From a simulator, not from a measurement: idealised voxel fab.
The following is a process module called voxel wiring stack.
Displayed cross-section: cut, width of 230 nm, square cells sized 5 nm.
When this document writes out a cross-section, it uses a grid of square cells and lists it as bands, beginning at the top and moving down, with a band standing for one or more rows of cells. In this notation a band is specified by the heights of its top and bottom, in that order and in nm, after which its materials appear from left to right, each paired with its width in nm. The word "full width" attached to a single material means that material fills the band from edge to edge; the word "air" stands for empty space. Heights are measured from 0, the level below which the as-received wafer is all one material; the lowest band has no bottom and continues downward, written as in "0 nm and below". The expression "30->40" gives the width at the extremes of the band, the first number at its top row of cells and the second at its bottom row, with the width changing by equal amounts from each row to the next in between. Where the words "nothing different" appear for a step, the cross-section shows no cell changed by that step; every cell remained as before. Any empty space of 8 cells or more lacking an open way to the top shows up in "Listed closed voids" as width x height at distance, distance from the left edge, in nm. That trailing text on a step's line, after the settings, is the simulator's own remark on the step. Regarding "overlay nm": on a step with a mask, it is the distance the mask lay to the right of its planned place; a negative value places it to the left.
**This section lists the process steps that were planned**
1 RECEIVE [material Si]
2 CONFORMAL_DEP [material SiO2] [thk nm 15]
3 CONFORMAL_DEP [material SiN] [thk nm 5]
4 DIRECTIONAL_DEP [material lowk] [thk nm 15]
5 PATTERN [tone open] [mask id METAL_1] [material resist] [width nm 20] [pitch nm 50] [thk nm 20] [overlay nm 0]
6 DIRECTIONAL_ETCH [etch materials lowk] [depth nm 15]
7 DIRECTIONAL_ETCH [etch materials SiN] [depth nm 5]
8 STRIP [etch materials resist]
9 CONFORMAL_DEP [material TiN] [thk nm 5]
10 FILL_DEP [material W] [thk nm 10]
11 CMP [height nm 35]
12 EPI [material Ru] [thk nm 5]
13 FILL_DEP [material SiCN] [thk nm 5]
14 DIRECTIONAL_DEP [material lowk] [thk nm 30]
15 PATTERN [tone open] [mask id METAL_2_HOLES] [material resist] [width nm 15] [pitch nm 50] [thk nm 20] [overlay nm 0]
16 DIRECTIONAL_ETCH [etch materials lowk] [depth nm 30]
17 STRIP [etch materials resist]
18 DIRECTIONAL_DEP [material aC] [thk nm 15]
19 PATTERN [tone open] [mask id METAL_2] [material resist] [width nm 20] [pitch nm 50] [thk nm 30] [overlay nm 0]
20 DIRECTIONAL_ETCH [etch materials aC] [depth nm 15]
21 STRIP [etch materials resist]
22 DIRECTIONAL_ETCH [etch materials lowk] [depth nm 20]
23 DIRECTIONAL_ETCH [etch materials SiCN] [depth nm 5]
24 STRIP [etch materials aC]
25 CONFORMAL_DEP [material TiN] [thk nm 5]
26 FILL_DEP [material Cu] [thk nm 5]
27 CMP [height nm 75]
28 CONFORMAL_DEP [material SiCN] [thk nm 5]
29 DIRECTIONAL_DEP [material lowk] [thk nm 25]
30 MASKED_ETCH [tone open] [mask id METAL_3_HOLES] [width nm 15] [pitch nm 50] [etch materials lowk] [depth nm 25] [overlay nm 0]
31 DIRECTIONAL_DEP [material aC] [thk nm 10]
32 PATTERN [tone open] [mask id METAL_3] [material resist] [width nm 20] [pitch nm 50] [thk nm 30] [overlay nm 0]
33 DIRECTIONAL_ETCH [etch materials aC] [depth nm 10]
34 STRIP [etch materials resist]
35 DIRECTIONAL_ETCH [etch materials lowk] [depth nm 15]
36 DIRECTIONAL_ETCH [etch materials SiCN] [depth nm 5]
37 STRIP [etch materials aC]
38 CONFORMAL_DEP [material TiN] [thk nm 5]
39 FILL_DEP [material Ru] [thk nm 5]
40 CMP [height nm 105]
41 CONFORMAL_DEP [material SiN] [thk nm 5]
**This is the cross-section of the wafer as we received it, i.e. after step 1**
- 0 nm and below  Si full width
- Listed closed voids: none
**Cross-sectional image of the first of two wafers at the end of the module, the run having proceeded as planned**
- 110 nm to 105 nm  SiN full width
- 105 nm to 95 nm  lowk (30), TiN (5), Ru (10), TiN (5), lowk (30), TiN (5), Ru (10), TiN (5), lowk (30), TiN (5), Ru (10), TiN (5), lowk (30), TiN (5), Ru (10), TiN (5), lowk (30)
- 95 nm to 90 nm  lowk (30), TiN (5), Ru (5), TiN (10), lowk (30), TiN (5), Ru (5), TiN (10), lowk (30), TiN (5), Ru (5), TiN (10), lowk (30), TiN (5), Ru (5), TiN (10), lowk (30)
- 90 nm to 80 nm  lowk (30), TiN (5), Ru (5), TiN (5), lowk (35), TiN (5), Ru (5), TiN (5), lowk (35), TiN (5), Ru (5), TiN (5), lowk (35), TiN (5), Ru (5), TiN (5), lowk (35)
- 80 nm to 75 nm  SiCN (30), TiN (15), SiCN (35), TiN (15), SiCN (35), TiN (15), SiCN (35), TiN (15), SiCN (35)
- 75 nm to 60 nm  lowk (30), TiN (5), Cu (10), TiN (5), lowk (30), TiN (5), Cu (10), TiN (5), lowk (30), TiN (5), Cu (10), TiN (5), lowk (30), TiN (5), Cu (10), TiN (5), lowk (30)
- 60 nm to 55 nm  lowk (30), TiN (5), Cu (5), TiN (10), lowk (30), TiN (5), Cu (5), TiN (10), lowk (30), TiN (5), Cu (5), TiN (10), lowk (30), TiN (5), Cu (5), TiN (10), lowk (30)
- 55 nm to 45 nm  lowk (30), TiN (5), Cu (5), TiN (5), lowk (35), TiN (5), Cu (5), TiN (5), lowk (35), TiN (5), Cu (5), TiN (5), lowk (35), TiN (5), Cu (5), TiN (5), lowk (35)
- 45 nm to 40 nm  SiCN (30), TiN (15), SiCN (35), TiN (15), SiCN (35), TiN (15), SiCN (35), TiN (15), SiCN (35)
- 40 nm to 35 nm  SiCN (25), Ru (30), SiCN (20), Ru (30), SiCN (20), Ru (30), SiCN (20), Ru (30), SiCN (25)
- 35 nm to 20 nm  lowk (30), TiN (5), W (10), TiN (5), lowk (30), TiN (5), W (10), TiN (5), lowk (30), TiN (5), W (10), TiN (5), lowk (30), TiN (5), W (10), TiN (5), lowk (30)
- 20 nm to 15 nm  SiN (30), TiN (20), SiN (30), TiN (20), SiN (30), TiN (20), SiN (30), TiN (20), SiN (30)
- 15 nm to 0 nm  SiO2 full width
- 0 nm and below  Si full width
- Listed closed voids: none
**Cross-section of the latter of the two wafers at module completion. It had an identical start and an identical plan to the former; in running it, one mistake was made**
- 110 nm to 105 nm  SiN full width
- 105 nm to 95 nm  lowk (30), TiN (5), Ru (10), TiN (5), lowk (30), TiN (5), Ru (10), TiN (5), lowk (30), TiN (5), Ru (10), TiN (5), lowk (30), TiN (5), Ru (10), TiN (5), lowk (30)
- 95 nm to 90 nm  lowk (30), TiN (5), Ru (5), TiN (10), lowk (30), TiN (5), Ru (5), TiN (10), lowk (30), TiN (5), Ru (5), TiN (10), lowk (30), TiN (5), Ru (5), TiN (10), lowk (30)
- 90 nm to 80 nm  lowk (30), TiN (5), Ru (5), TiN (5), lowk (35), TiN (5), Ru (5), TiN (5), lowk (35), TiN (5), Ru (5), TiN (5), lowk (35), TiN (5), Ru (5), TiN (5), lowk (35)
- 80 nm to 75 nm  SiCN (30), TiN (15), SiCN (35), TiN (15), SiCN (35), TiN (15), SiCN (35), TiN (15), SiCN (35)
- 75 nm to 60 nm  lowk (30), TiN (5), Cu (10), TiN (5), lowk (30), TiN (5), Cu (10), TiN (5), lowk (30), TiN (5), Cu (10), TiN (5), lowk (30), TiN (5), Cu (10), TiN (5), lowk (30)
- 60 nm to 55 nm  lowk (30), TiN (5), Cu (5), TiN (10), lowk (30), TiN (5), Cu (5), TiN (10), lowk (30), TiN (5), Cu (5), TiN (10), lowk (30), TiN (5), Cu (5), TiN (10), lowk (30)
- 55 nm to 45 nm  lowk (30), TiN (5), Cu (5), TiN (5), lowk (35), TiN (5), Cu (5), TiN (5), lowk (35), TiN (5), Cu (5), TiN (5), lowk (35), TiN (5), Cu (5), TiN (5), lowk (35)
- 45 nm to 40 nm  SiCN (30), TiN (15), SiCN (35), TiN (15), SiCN (35), TiN (15), SiCN (35), TiN (15), SiCN (35)
- 40 nm to 35 nm  SiCN (25), Ru (30), SiCN (20), Ru (30), SiCN (20), Ru (30), SiCN (20), Ru (30), SiCN (25)
- 35 nm to 20 nm  lowk (30), TiN (5), W (10), TiN (5), lowk (30), TiN (5), W (10), TiN (5), lowk (30), TiN (5), W (10), TiN (5), lowk (30), TiN (5), W (10), TiN (5), lowk (30)
- 20 nm to 15 nm  SiN (30), TiN (20), SiN (30), TiN (20), SiN (30), TiN (20), SiN (30), TiN (20), SiN (30)
- 15 nm to 0 nm  Cu full width
- 0 nm and below  Si full width
- Listed closed voids: none
The plan and the run diverged here: not per plan at step 2, really ran CONFORMAL_DEP [material Cu] [thk nm 15]
The second wafer ends with more or fewer cells of some materials than the first, per final count: 138 more of Cu; 138 fewer of SiO2
